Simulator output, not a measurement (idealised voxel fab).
The process module that follows is named voxel fin reveal.
The cross-section shown here is cut; it is 170 nm wide and divided into square cells measuring 5 nm on a side.
Heads up, the way a cross-section reads in here is a grid of square cells, handed over as bands from the top down, with every band being one or more rows of cells.
The entry gives the band's vertical extent as a top height and a bottom height in nm, then its horizontal make-up as materials from left to right, each with a width in nm. "blank" stands for empty space; a single material marked "everywhere" fills the band edge to edge.
A quick word on heights: they are counted from 0, and under that level the wafer as it came to us is one material throughout. The lowest band is different from the rest in having no bottom; it simply continues downward, written as in "0 nm and below".
A width given as "30..40" starts at the first number in the band's top row and ends at the second number in its bottom row, shifting by an equal amount at every step from row to row.
Where a step carries "remains unaltered", the cross-section came out of it unchanged, cell for cell.
If an empty space has no open way to the top and is at least 8 cells in size, "Closed void listing" lists it, written width x height at distance, where distance is measured from the left edge and every value is in nm.
That trailing text on a step's line, after the settings, is the simulator's own remark on the step.
overlay nm: on a step with a mask, how far right of its planned place the mask lay; negative means left.
## These are the steps we planned for the process
step 1: RECEIVE | material Si
step 2: CONFORMAL_DEP | material SiN | thk nm 5
step 3: PATTERN | tone cover | mask id FINS | material resist | width nm 15 | pitch nm 40 | thk nm 20 | overlay nm 0
step 4: DIRECTIONAL_ETCH | etch materials SiN | depth nm 5
step 5: DIRECTIONAL_ETCH | etch materials Si | depth nm 35
step 6: STRIP | etch materials resist
step 7: FILL_DEP | material SiO2 | thk nm 15
step 8: CMP | height nm 5
step 9: SELECTIVE_ETCH | etch materials SiO2 | depth nm 10
step 10: STRIP | etch materials SiN
Wafers differ in depth nm at step 9; plan lists the first wafer's value; identical starting state.
## Here's the first of the wafers in cross-section, just as we got it, i.e. after step 1
    0 nm and below  Si everywhere
    Closed void listing: none
## Quick look at the cross-section of the first of several wafers after step 10, which wraps up the module
    0 nm to -5 nm  55 nm blank | 15 nm Si | 25 nm blank | 15 nm Si | 60 nm blank
    -5 nm to -35 nm  55 nm SiO2 | 15 nm Si | 25 nm SiO2 | 15 nm Si | 60 nm SiO2
    -35 nm and below  Si everywhere
    Closed void listing: none
## last wafer at the end
    0 nm to -30 nm  55 nm blank | 15 nm Si | 25 nm blank | 15 nm Si | 60 nm blank
    -30 nm to -35 nm  55 nm SiO2 | 15 nm Si | 25 nm SiO2 | 15 nm Si | 60 nm SiO2
    -35 nm and below  Si everywhere
    Closed void listing: none
## Below, a row for every wafer. Read it as the end-of-module picture: for each material the wafer shows its cells gained (+) or lost (-) since it was received, and then its closed voids
depth nm 10; -196 Si; +168 SiO2; Closed void listing: none
depth nm 15; -196 Si; +140 SiO2; Closed void listing: none
depth nm 20; -196 Si; +112 SiO2; Closed void listing: none
depth nm 25; -196 Si; +84 SiO2; Closed void listing: none
depth nm 30; -196 Si; +56 SiO2; Closed void listing: none
depth nm 35; -196 Si; +28 SiO2; Closed void listing: none
